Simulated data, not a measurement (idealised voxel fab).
Module name: voxel capacitor over wiring (process module)
Section shown: cut. Width: 205 nm. Cell size: 5 nm, square.
If you're reading a cross-section in this doc, picture square cells in a grid; it comes to you as bands, top ones listed first down to the bottom, and a band can be one or more rows of cells. Band entry format. Leading values: height of top, height of bottom, nm. Remainder: materials in left-to-right order, each with its width in nm. Special words: "full width" on a single material, which then fills the band edge to edge; "blank", empty space. Convention: height 0 is the level below which the wafer, as received, is all one material. The lowest band does not terminate at the bottom but continues downward, represented as "0..down". Think of "30 to 40" as a width that walks from the first number to the second as you go down the band, top row to bottom row, taking equal-sized steps from row to row. Step marked "changes: none"? Then no cell in the cross-section changed in it. Entry "Trapped voids" = empty spaces >= 8 cells with no open way to the top; each as width x height at distance, distance from left edge, all nm. Past the settings on a step's line: simulator remark, on that step. overlay nm: on a step with a mask, how far right of its planned place the mask lay; negative means left.

[Process steps (planned)]
1 RECEIVE | material Si
2 CONFORMAL_DEP | material SiO2 | thk nm 10
3 DIRECTIONAL_DEP | material TiN | thk nm 5
4 DIRECTIONAL_DEP | material W | thk nm 15
5 MASKED_ETCH | tone cover | mask id METAL_1 | width nm 25 | pitch nm 90 | etch materials W | depth nm 15 | overlay nm 0
6 MASKED_ETCH | tone cover | mask id METAL_1 | width nm 25 | pitch nm 90 | etch materials TiN | depth nm 5 | overlay nm 0
7 FILL_DEP | material lowk | thk nm 10
8 CMP | height nm 30
9 CONFORMAL_DEP | material SiCN | thk nm 5
10 DIRECTIONAL_DEP | material SiO2 | thk nm 10
11 DIRECTIONAL_DEP | material aC | thk nm 15
12 PATTERN | tone open | mask id PLUG_1 | material resist | width nm 15 | thk nm 30 | overlay nm 0
13 DIRECTIONAL_ETCH | etch materials aC | depth nm 15
14 STRIP | etch materials resist
15 DIRECTIONAL_ETCH | etch materials SiO2 | depth nm 10
16 DIRECTIONAL_ETCH | etch materials SiCN | depth nm 5
17 STRIP | etch materials aC
18 EPI | material Ru | thk nm 10
19 EPI | material Ru | thk nm 5
20 DIRECTIONAL_DEP | material TiN | thk nm 10
21 DIRECTIONAL_DEP | material SiN | thk nm 5
22 DIRECTIONAL_DEP | material TiN | thk nm 5
23 PATTERN | tone cover | mask id UPPER_PLATE | material resist | width nm 70 | thk nm 15 | overlay nm 0
24 DIRECTIONAL_ETCH | etch materials TiN | depth nm 5
25 DIRECTIONAL_ETCH | etch materials SiN | depth nm 5
26 STRIP | etch materials resist
27 PATTERN | tone cover | mask id LOWER_PLATE | material resist | width nm 80 | thk nm 15 | overlay nm 0
28 DIRECTIONAL_ETCH | etch materials TiN | depth nm 10
29 STRIP | etch materials resist
30 FILL_DEP | material SiO2 | thk nm 15
31 CMP | height nm 75
32 MASKED_ETCH | tone open | mask id PLUG_2 | width nm 15 | etch materials SiO2 | depth nm 10 | overlay nm 0
33 CONFORMAL_DEP | material TiN | thk nm 5
34 FILL_DEP | material Cu | thk nm 5
35 CMP | height nm 75
36 CONFORMAL_DEP | material SiN | thk nm 5

[The first of the two wafers, which ran as planned]

[As-received state of the wafer in cross-section, equivalent to post-step 1]
  0..down = Si full width
  Trapped voids: none

[Cross-section of the wafer subsequent to step 2]
  10..0 = SiO2 full width
  All layers under 0 are left as they were.

[Cross-section of the wafer subsequent to step 3]
  15..10 = TiN full width
  All layers under 10 are left as they were.

[Cross-section of the wafer subsequent to step 4]
  30..15 = W full width
  All layers under 15 are left as they were.

[Cross-section of the wafer subsequent to step 5]
  30..15 = 45 blank, then 25 W, then 65 blank, then 25 W, then 45 blank
  All layers under 15 are left as they were.

[Cross-section of the wafer subsequent to step 6]
  30..15 = 45 blank, then 25 W, then 65 blank, then 25 W, then 45 blank
  15..10 = 45 blank, then 25 TiN, then 65 blank, then 25 TiN, then 45 blank
  All layers under 10 are left as they were.

[Cross-section of the wafer subsequent to step 7]
  40..30 = lowk full width
  30..15 = 45 lowk, then 25 W, then 65 lowk, then 25 W, then 45 lowk
  15..10 = 45 lowk, then 25 TiN, then 65 lowk, then 25 TiN, then 45 lowk
  All layers under 10 are left as they were.

[Cross-section of the wafer subsequent to step 8]
  30..15 = 45 lowk, then 25 W, then 65 lowk, then 25 W, then 45 lowk
  All layers under 15 are left as they were.

[Cross-section of the wafer subsequent to step 9]
  35..30 = SiCN full width
  All layers under 30 are left as they were.

[Cross-section of the wafer subsequent to step 10]
  45..35 = SiO2 full width
  All layers under 35 are left as they were.

[Cross-section of the wafer subsequent to step 11]
  60..45 = aC full width
  All layers under 45 are left as they were.

[Cross-section of the wafer subsequent to step 12]
  90..60 = 55 resist, then 15 blank, then 135 resist
  All layers under 60 are left as they were.

[Cross-section of the wafer subsequent to step 13]
  75..60 = 55 resist, then 15 blank, then 135 resist
  60..45 = 55 aC, then 15 blank, then 135 aC
  All layers under 45 are left as they were.

[Cross-section of the wafer subsequent to step 14]
  60..45 = 55 aC, then 15 blank, then 135 aC
  All layers under 45 are left as they were.

[Cross-section of the wafer subsequent to step 15]
  60..45 = 55 aC, then 15 blank, then 135 aC
  45..35 = 55 SiO2, then 15 blank, then 135 SiO2
  All layers under 35 are left as they were.

[Cross-section of the wafer subsequent to step 16]
  60..45 = 55 aC, then 15 blank, then 135 aC
  45..35 = 55 SiO2, then 15 blank, then 135 SiO2
  35..30 = 55 SiCN, then 15 blank, then 135 SiCN
  All layers under 30 are left as they were.

[Cross-section of the wafer subsequent to step 17]
  45..35 = 55 SiO2, then 15 blank, then 135 SiO2
  All layers under 35 are left as they were.

[Cross-section of the wafer subsequent to step 18]
  45..40 = 55 SiO2, then 15 blank, then 135 SiO2
  40..35 = 55 SiO2, then 15 Ru, then 135 SiO2
  35..30 = 55 SiCN, then 15 Ru, then 135 SiCN
  All layers under 30 are left as they were.

[Cross-section of the wafer subsequent to step 19]
  45..35 = 55 SiO2, then 15 Ru, then 135 SiO2
  All layers under 35 are left as they were.

[Cross-section of the wafer subsequent to step 20]
  55..45 = TiN full width
  All layers under 45 are left as they were.

[Cross-section of the wafer subsequent to step 21]
  60..55 = SiN full width
  All layers under 55 are left as they were.

[Cross-section of the wafer subsequent to step 22]
  65..60 = TiN full width
  All layers under 60 are left as they were.

[Cross-section of the wafer subsequent to step 23]
  80..65 = 55 blank, then 70 resist, then 80 blank
  All layers under 65 are left as they were.

[Cross-section of the wafer subsequent to step 24]
  80..65 = 55 blank, then 70 resist, then 80 blank
  65..60 = 55 blank, then 70 TiN, then 80 blank
  All layers under 60 are left as they were.

[Cross-section of the wafer subsequent to step 25]
  80..65 = 55 blank, then 70 resist, then 80 blank
  65..60 = 55 blank, then 70 TiN, then 80 blank
  60..55 = 55 blank, then 70 SiN, then 80 blank
  All layers under 55 are left as they were.

[Cross-section of the wafer subsequent to step 26]
  65..60 = 55 blank, then 70 TiN, then 80 blank
  All layers under 60 are left as they were.

[Cross-section of the wafer subsequent to step 27]
  80..65 = 50 blank, then 80 resist, then 75 blank
  65..60 = 50 blank, then 5 resist, then 70 TiN, then 5 resist, then 75 blank
  60..55 = 50 blank, then 5 resist, then 70 SiN, then 5 resist, then 75 blank
  All layers under 55 are left as they were.

[Cross-section of the wafer subsequent to step 28]
  80..65 = 50 blank, then 80 resist, then 75 blank
  65..60 = 50 blank, then 5 resist, then 70 TiN, then 5 resist, then 75 blank
  60..55 = 50 blank, then 5 resist, then 70 SiN, then 5 resist, then 75 blank
  55..45 = 50 blank, then 80 TiN, then 75 blank
  All layers under 45 are left as they were.

[Cross-section of the wafer subsequent to step 29]
  65..60 = 55 blank, then 70 TiN, then 80 blank
  60..55 = 55 blank, then 70 SiN, then 80 blank
  All layers under 55 are left as they were.

[Cross-section of the wafer subsequent to step 30]
  80..65 = SiO2 full width
  65..60 = 55 SiO2, then 70 TiN, then 80 SiO2
  60..55 = 55 SiO2, then 70 SiN, then 80 SiO2
  55..45 = 50 SiO2, then 80 TiN, then 75 SiO2
  All layers under 45 are left as they were.

[Cross-section of the wafer subsequent to step 31]
  75..65 = SiO2 full width
  All layers under 65 are left as they were.

[Cross-section of the wafer subsequent to step 32]
  75..65 = 65 SiO2, then 15 blank, then 125 SiO2
  All layers under 65 are left as they were.

[Cross-section of the wafer subsequent to step 33]
  80..75 = 70 TiN, then 5 blank, then 130 TiN
  75..70 = 65 SiO2, then 5 TiN, then 5 blank, then 5 TiN, then 125 SiO2
  70..60 = 65 to 55 SiO2, then 15 to 70 TiN, then 125 to 80 SiO2
  All layers under 60 are left as they were.

[Cross-section of the wafer subsequent to step 34]
  85..80 = Cu full width
  80..75 = 70 TiN, then 5 Cu, then 130 TiN
  75..70 = 65 SiO2, then 5 TiN, then 5 Cu, then 5 TiN, then 125 SiO2
  All layers under 70 are left as they were.

[Cross-section of the wafer subsequent to step 35]
  75..70 = 65 SiO2, then 5 TiN, then 5 Cu, then 5 TiN, then 125 SiO2
  All layers under 70 are left as they were.

[Cross-section of the wafer subsequent to step 36]
  80..75 = SiN full width
  All layers under 75 are left as they were.

[The second wafer was prepared from the same starting point and under the same plan as the first; its processing contained one mistake, and it remains indistinguishable from the first wafer up to and including step 22]

[Cross-section of the second wafer at the time step 23 of the plan should have ended]
  80..65 = 60 blank, then 60 resist, then 85 blank
  All layers under 65 are left as they were.

[Cross-section of the second wafer at the time step 24 of the plan should have ended]
  80..65 = 60 blank, then 60 resist, then 85 blank
  65..60 = 60 blank, then 60 TiN, then 85 blank
  All layers under 60 are left as they were.

[Cross-section of the second wafer at the time step 25 of the plan should have ended]
  80..65 = 60 blank, then 60 resist, then 85 blank
  65..60 = 60 blank, then 60 TiN, then 85 blank
  60..55 = 60 blank, then 60 SiN, then 85 blank
  All layers under 55 are left as they were.

[Cross-section of the second wafer at the time step 26 of the plan should have ended]
  65..60 = 60 blank, then 60 TiN, then 85 blank
  All layers under 60 are left as they were.

[Cross-section of the second wafer at the time step 27 of the plan should have ended]
  80..65 = 50 blank, then 80 resist, then 75 blank
  65..60 = 50 blank, then 10 resist, then 60 TiN, then 10 resist, then 75 blank
  60..55 = 50 blank, then 10 resist, then 60 SiN, then 10 resist, then 75 blank
  All layers under 55 are left as they were.

[Cross-section of the second wafer at the time step 28 of the plan should have ended]
  80..65 = 50 blank, then 80 resist, then 75 blank
  65..60 = 50 blank, then 10 resist, then 60 TiN, then 10 resist, then 75 blank
  60..55 = 50 blank, then 10 resist, then 60 SiN, then 10 resist, then 75 blank
  55..45 = 50 blank, then 80 TiN, then 75 blank
  All layers under 45 are left as they were.

[Cross-section of the second wafer at the time step 29 of the plan should have ended]
  65..60 = 60 blank, then 60 TiN, then 85 blank
  60..55 = 60 blank, then 60 SiN, then 85 blank
  All layers under 55 are left as they were.

[Cross-section of the second wafer at the time step 30 of the plan should have ended]
  80..65 = SiO2 full width
  65..60 = 60 SiO2, then 60 TiN, then 85 SiO2
  60..55 = 60 SiO2, then 60 SiN, then 85 SiO2
  55..45 = 50 SiO2, then 80 TiN, then 75 SiO2
  All layers under 45 are left as they were.

[Cross-section of the second wafer at the time step 31 of the plan should have ended]
  75..65 = SiO2 full width
  All layers under 65 are left as they were.

[Cross-section of the second wafer at the time step 32 of the plan should have ended]
  75..65 = 65 SiO2, then 15 blank, then 125 SiO2
  All layers under 65 are left as they were.

[Cross-section of the second wafer at the time step 33 of the plan should have ended]
  80..75 = 70 TiN, then 5 blank, then 130 TiN
  75..70 = 65 SiO2, then 5 TiN, then 5 blank, then 5 TiN, then 125 SiO2
  70..60 = 65 to 60 SiO2, then 15 to 60 TiN, then 125 to 85 SiO2
  All layers under 60 are left as they were.

[Cross-section of the second wafer at the time step 34 of the plan should have ended]
  85..80 = Cu full width
  80..75 = 70 TiN, then 5 Cu, then 130 TiN
  75..70 = 65 SiO2, then 5 TiN, then 5 Cu, then 5 TiN, then 125 SiO2
  All layers under 70 are left as they were.

[Cross-section of the second wafer at the time step 35 of the plan should have ended]
  75..70 = 65 SiO2, then 5 TiN, then 5 Cu, then 5 TiN, then 125 SiO2
  All layers under 70 are left as they were.

[Cross-section of the second wafer at the time step 36 of the plan should have ended]
  80..75 = SiN full width
  All layers under 75 are left as they were.
Deviation noted in wafer processing: step 23 deviated from plan and actually ran as PATTERN | tone cover | mask id UPPER_PLATE | material resist | width nm 60 | thk nm 15 | overlay nm 0
Per the end-of-run cell counts, the second wafer holds more or fewer of some materials than the first: SiN: 2 fewer, SiO2: 4 more, TiN: 2 fewer
